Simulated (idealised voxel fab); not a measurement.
You're looking at the process module voxel trench capacitor.
The width of the displayed cross-section, cut, is 255 nm; its cells are square, with a size of 5 nm.
Format of a cross-section: grid, square cells. Given as bands. Order: top down. Band: one or more rows of cells. In this notation a band is specified by the heights of its top and bottom, in that order and in nm, after which its materials appear from left to right, each paired with its width in nm. The word "everywhere" attached to a single material means that material fills the band from edge to edge; the word "air" stands for empty space. Heights are measured from 0, the level below which the as-received wafer is all one material; the lowest band has no bottom and continues downward, written as in "0 down". The two numbers in a width such as "30->40" mark its ends across the band: the first belongs to the top row of cells, the second to the bottom row, and from each row to the next the width moves by the same amount. The cross-section has no changed cell in any step marked "all unchanged". Reported under the label "Enclosed internal voids" are the empty spaces having no open way to the top and comprising 8 cells or more; the notation for each is width x height at distance, in which the distance is measured from the left edge and all three values are in nm. Whatever follows a step's settings on its line is a remark the simulator itself makes about that step. If you see "overlay nm" on a step's line and that step has a mask, it's telling you how far right of where it was planned the mask ended up; a negative number means it went left instead.
Process steps (planned):
1: RECEIVE | material Si
2: CONFORMAL_DEP | material SiN | thk nm 10
3: MASKED_ETCH | tone open | mask id TRENCH | width nm 25 | pitch nm 45 | etch materials SiN | depth nm 10 | overlay nm 0
4: MASKED_ETCH | tone open | mask id TRENCH | width nm 25 | pitch nm 45 | etch materials Si | depth nm 25 | overlay nm 0
5: CONFORMAL_DEP | material Al2O3 | thk nm 5
6: CONFORMAL_DEP | material TiN | thk nm 5
7: FILL_DEP | material W | thk nm 5
8: CMP | height nm 10
Cross-section, incoming material, after step 1:
* 0 down | Si everywhere
* Enclosed internal voids: none
Looking at the first of two wafers in cross-section at end of module - ran to plan:
* 10 to 0 | 45 of SiN, 5 of Al2O3, 5 of TiN, 5 of W, 5 of TiN, 5 of Al2O3, 20 of SiN, 5 of Al2O3, 5 of TiN, 5 of W, 5 of TiN, 5 of Al2O3, 20 of SiN, 5 of Al2O3, 5 of TiN, 5 of W, 5 of TiN, 5 of Al2O3, 20 of SiN, 5 of Al2O3, 5 of TiN, 5 of W, 5 of TiN, 5 of Al2O3, 50 of SiN
* 0 to -15 | 45 of Si, 5 of Al2O3, 5 of TiN, 5 of W, 5 of TiN, 5 of Al2O3, 20 of Si, 5 of Al2O3, 5 of TiN, 5 of W, 5 of TiN, 5 of Al2O3, 20 of Si, 5 of Al2O3, 5 of TiN, 5 of W, 5 of TiN, 5 of Al2O3, 20 of Si, 5 of Al2O3, 5 of TiN, 5 of W, 5 of TiN, 5 of Al2O3, 50 of Si
* -15 to -20 | 45 of Si, 5 of Al2O3, 15 of TiN, 5 of Al2O3, 20 of Si, 5 of Al2O3, 15 of TiN, 5 of Al2O3, 20 of Si, 5 of Al2O3, 15 of TiN, 5 of Al2O3, 20 of Si, 5 of Al2O3, 15 of TiN, 5 of Al2O3, 50 of Si
* -20 to -25 | 45 of Si, 25 of Al2O3, 20 of Si, 25 of Al2O3, 20 of Si, 25 of Al2O3, 20 of Si, 25 of Al2O3, 50 of Si
* -25 down | Si everywhere
* Enclosed internal voids: none
End-of-module cross-section of the second wafer: identical starting point and process plan to the first, with one processing mistake:
* 10 to 0 | 45 of SiN, 5 of Al2O3, 5 of TiN, 5 of W, 5 of TiN, 5 of Al2O3, 20 of SiN, 5 of Al2O3, 5 of TiN, 5 of W, 5 of TiN, 5 of Al2O3, 20 of SiN, 5 of Al2O3, 5 of TiN, 5 of W, 5 of TiN, 5 of Al2O3, 20 of SiN, 5 of Al2O3, 5 of TiN, 5 of W, 5 of TiN, 5 of Al2O3, 50 of SiN
* 0 to -40 | 45 of Si, 5 of Al2O3, 5 of TiN, 5 of W, 5 of TiN, 5 of Al2O3, 20 of Si, 5 of Al2O3, 5 of TiN, 5 of W, 5 of TiN, 5 of Al2O3, 20 of Si, 5 of Al2O3, 5 of TiN, 5 of W, 5 of TiN, 5 of Al2O3, 20 of Si, 5 of Al2O3, 5 of TiN, 5 of W, 5 of TiN, 5 of Al2O3, 50 of Si
* -40 to -45 | 45 of Si, 5 of Al2O3, 15 of TiN, 5 of Al2O3, 20 of Si, 5 of Al2O3, 15 of TiN, 5 of Al2O3, 20 of Si, 5 of Al2O3, 15 of TiN, 5 of Al2O3, 20 of Si, 5 of Al2O3, 15 of TiN, 5 of Al2O3, 50 of Si
* -45 to -50 | 45 of Si, 25 of Al2O3, 20 of Si, 25 of Al2O3, 20 of Si, 25 of Al2O3, 20 of Si, 25 of Al2O3, 50 of Si
* -50 down | Si everywhere
* Enclosed internal voids: none
It is concluded that the wafer was processed incorrectly with respect to the plan, in that twice over, step 4 of the plan was run
Wrapping up, a cell-based count of both wafers puts the second over or under the first for these materials: +40 Al2O3; -100 Si; +40 TiN; +20 W
